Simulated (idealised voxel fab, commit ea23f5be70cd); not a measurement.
Module name: voxel capacitor over wiring (process module)
The figure presents cross-section cut, which has a width of 300 nm and is divided into square cells with an edge length of 5 nm.
Cross-section = grid of square cells, listed top down in bands; band = one or more rows.
First you get the band's top height and its bottom height, in nm, and then the materials it's made of, left to right, with each width in nm. If you see a single material with "all across", that one covers the band edge to edge. "air" is empty space.
Heights are reckoned from 0. Under this level, the received wafer is all of one material. The bottommost band is open-ended downward, for example "0..down".
Width: "30->40" (first number = top row, second number = bottom row, same change from row to row of cells).
The cross-section has no changed cell in any step marked "everything unchanged".
So "Voids, fully enclosed" is basically the list of trapped voids: any empty space of 8 cells or more that can't reach the top through an opening. They're written width x height at distance, the distance being from the left edge, and it's all nm.
Step line, after settings: the simulator's comment on this step.
overlay nm: mask offset rightward from planned place, masked step; negative means leftward offset.
Process steps - plan:
1) RECEIVE,material Si
2) CONFORMAL_DEP,material SiO2,thk nm 15
3) DIRECTIONAL_DEP,material TiN,thk nm 5
4) DIRECTIONAL_DEP,material Ru,thk nm 20
5) PATTERN,tone cover,mask id METAL_1,material resist,width nm 20,pitch nm 75,thk nm 20,overlay nm 0
6) DIRECTIONAL_ETCH,etch materials Ru,depth nm 20
7) DIRECTIONAL_ETCH,etch materials TiN,depth nm 5
8) STRIP,etch materials resist
9) FILL_DEP,material SiO2,thk nm 5
10) CMP,height nm 40
11) CONFORMAL_DEP,material SiCN,thk nm 5
12) DIRECTIONAL_DEP,material lowk,thk nm 20
13) MASKED_ETCH,tone open,mask id PLUG_1,width nm 15,etch materials lowk,depth nm 20,overlay nm 0
14) MASKED_ETCH,tone open,mask id PLUG_1,width nm 15,etch materials SiCN,depth nm 5,overlay nm 0
15) EPI,material Ru,thk nm 10
16) EPI,material Ru,thk nm 10
17) EPI,material Ru,thk nm 5
18) DIRECTIONAL_DEP,material TiN,thk nm 5
19) DIRECTIONAL_DEP,material SiN,thk nm 5
20) DIRECTIONAL_DEP,material TiN,thk nm 10
21) PATTERN,tone cover,mask id UPPER_PLATE,material resist,width nm 60,thk nm 20,overlay nm 0
22) DIRECTIONAL_ETCH,etch materials TiN,depth nm 10
23) DIRECTIONAL_ETCH,etch materials SiN,depth nm 5
24) STRIP,etch materials resist
25) MASKED_ETCH,tone cover,mask id LOWER_PLATE,width nm 70,etch materials TiN,depth nm 5,overlay nm 0
26) FILL_DEP,material SiO2,thk nm 15
27) CMP,height nm 95
28) PATTERN,tone open,mask id PLUG_2,material resist,width nm 15,thk nm 15,overlay nm 0
29) DIRECTIONAL_ETCH,etch materials SiO2,depth nm 10
30) STRIP,etch materials resist
31) CONFORMAL_DEP,material TiN,thk nm 5
32) FILL_DEP,material W,thk nm 10
33) CMP,height nm 95
34) CONFORMAL_DEP,material SiCN,thk nm 5
Cross-section of the wafer as it came to us, i.e., already through step 1:
> 0..down: Si all across
> Voids, fully enclosed: none
Cross-section, first of two wafers, end of module, run as planned:
> 100..95: SiCN all across
> 95..90: 115 SiO2 | 5 TiN | 5 W | 5 TiN | 170 SiO2
> 90..85: 115 SiO2 | 15 TiN | 170 SiO2
> 85..75: 105 SiO2 | 60 TiN | 135 SiO2
> 75..70: 105 SiO2 | 60 SiN | 135 SiO2
> 70..65: 100 SiO2 | 70 TiN | 130 SiO2
> 65..45: 105 lowk | 15 Ru | 180 lowk
> 45..40: 105 SiCN | 15 Ru | 180 SiCN
> 40..20: 100 SiO2 | 20 Ru | 55 SiO2 | 20 Ru | 105 SiO2
> 20..15: 100 SiO2 | 20 TiN | 55 SiO2 | 20 TiN | 105 SiO2
> 15..0: SiO2 all across
> 0..down: Si all across
> Voids, fully enclosed: none
This is the second of the two wafers, cross-sectioned at the end of the module; it started exactly like the first and was given the same plan, but it was run with one mistake:
> 100..95: SiCN all across
> 95..90: 115 SiO2 | 5 TiN | 5 W | 5 TiN | 170 SiO2
> 90..85: 115 SiO2 | 15 TiN | 170 SiO2
> 85..75: 105 SiO2 | 25 TiN | 170 SiO2
> 75..70: 105 SiO2 | 25 SiN | 35 TiN | 135 SiO2
> 70..65: 100 SiO2 | 65 TiN | 135 SiO2
> 65..60: 95 SiO2 | 35 Ru | 35 SiN | 135 SiO2
> 60..55: 95 SiO2 | 35 Ru | 40 TiN | 130 SiO2
> 55..45: 105 lowk | 15 Ru | 180 lowk
> 45..40: 105 SiCN | 15 Ru | 180 SiCN
> 40..20: 100 SiO2 | 20 Ru | 55 SiO2 | 20 Ru | 105 SiO2
> 20..15: 100 SiO2 | 20 TiN | 55 SiO2 | 20 TiN | 105 SiO2
> 15..0: SiO2 all across
> 0..down: Si all across
> Voids, fully enclosed: none
What was the processing mistake? step 12 was processed under conditions differing from the plan, specifically as DIRECTIONAL_DEP,material lowk,thk nm 10
At the finish, the second wafer shows more or fewer cells for some materials than the first does: Ru: 8 more; SiO2: 106 more; lowk: 114 fewer
